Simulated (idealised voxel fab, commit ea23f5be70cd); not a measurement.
process module | voxel air gaps
cross-section cut | 275 nm wide | cells 5 nm
A cross-section is a grid of square cells, given in bands from the top down. A band is one or more rows of cells.
Each band's line starts with the height of the band's top and of its bottom, in nm. Then come its materials from left to right, each with its width in nm. One material with "throughout" fills the band from edge to edge. "air" is empty space.
Height 0 is the level under which the wafer as received is all one material. The lowest band goes on downwards, as in "0 down".
A width such as "30 to 40" changes by the same amount from each row of cells to the next, from the band's top row to its bottom row.
"no change" after a step means that no cell of the cross-section changed.
closed voids: empty space of 8 cells or more with no open way to the top, each as width x height at its distance from the left edge, in nm
after a step's settings: what the simulator itself notes on the step
overlay nm, on a step with a mask: how far to the right of its planned place the mask lay; to the left if negative
plan
1 op RECEIVE | material Si
2 op CONFORMAL_DEP | material SiO2 | thk nm 10
3 op CONFORMAL_DEP | material SiN | thk nm 5
4 op DIRECTIONAL_DEP | material SiO2 | thk nm 25
5 op MASKED_ETCH | tone open | mask id LINES | width nm 20 | pitch nm 50 | etch materials SiO2 | depth nm 35 | overlay nm 0
6 op CONFORMAL_DEP | material TiN | thk nm 5
7 op FILL_DEP | material W | thk nm 10
8 op CMP | height nm 50
9 op EPI | material Ru | thk nm 10
10 op SELECTIVE_ETCH | etch materials SiO2 | depth nm 45
11 op CONFORMAL_DEP | material SiN | thk nm 5
varied across the wafers: thk nm of step 4. The plan shows the first wafer's value. All wafers start alike
first wafer as received, after step 1
  0 down: Si throughout
  closed voids: none
first wafer at the end, after step 11
  65 to 60: SiN throughout
  60 to 50: Ru throughout
  50 to 45: W throughout
  45 to 40: TiN 55 | W 10 | TiN 40 | W 10 | TiN 40 | W 10 | TiN 40 | W 10 | TiN 60
  40 to 20: SiO2 50 | TiN 5 | W 10 | TiN 5 | SiO2 30 | TiN 5 | W 10 | TiN 5 | SiO2 30 | TiN 5 | W 10 | TiN 5 | SiO2 30 | TiN 5 | W 10 | TiN 5 | SiO2 55
  20 to 15: SiO2 50 | TiN 20 | SiO2 30 | TiN 20 | SiO2 30 | TiN 20 | SiO2 30 | TiN 20 | SiO2 55
  15 to 10: SiN throughout
  10 to 0: SiO2 throughout
  0 down: Si throughout
  closed voids: none
last wafer at the end
  65 to 60: air 35 | SiN 200 | air 40
  60 to 50: air 35 | SiN 5 | Ru 40 | SiN 10 | Ru 40 | SiN 10 | Ru 40 | SiN 10 | Ru 40 | SiN 5 | air 40
  50 to 45: air 35 | SiN 15 | TiN 5 | W 10 | TiN 5 | SiN 30 | TiN 5 | W 10 | TiN 5 | SiN 30 | TiN 5 | W 10 | TiN 5 | SiN 30 | TiN 5 | W 10 | TiN 5 | SiN 15 | air 40
  45 to 20: air 45 | SiN 5 | TiN 5 | W 10 | TiN 5 | SiN 5 | air 20 | SiN 5 | TiN 5 | W 10 | TiN 5 | SiN 5 | air 20 | SiN 5 | TiN 5 | W 10 | TiN 5 | SiN 5 | air 20 | SiN 5 | TiN 5 | W 10 | TiN 5 | SiN 5 | air 50
  20 to 15: SiN 50 | TiN 20 | SiN 30 | TiN 20 | SiN 30 | TiN 20 | SiN 30 | TiN 20 | SiN 55
  15 to 10: SiN throughout
  10 to 0: SiO2 throughout
  0 down: Si throughout
  closed voids: 20 x 25 at 75; 20 x 25 at 125; 20 x 25 at 175
each wafer at the end: cells of each material gained (+) or lost (-) since it was received, then its closed voids
thk nm 25 | +110 Ru | +110 SiN | +305 SiO2 | +95 TiN | +95 W | closed voids: none
thk nm 30 | +110 Ru | +110 SiN | +344 SiO2 | +103 TiN | +48 W | closed voids: none
thk nm 35 | +64 Ru | +214 SiN | +110 SiO2 | +64 TiN | +48 W | closed voids: 20 x 25 at 75; 20 x 25 at 125; 20 x 25 at 175
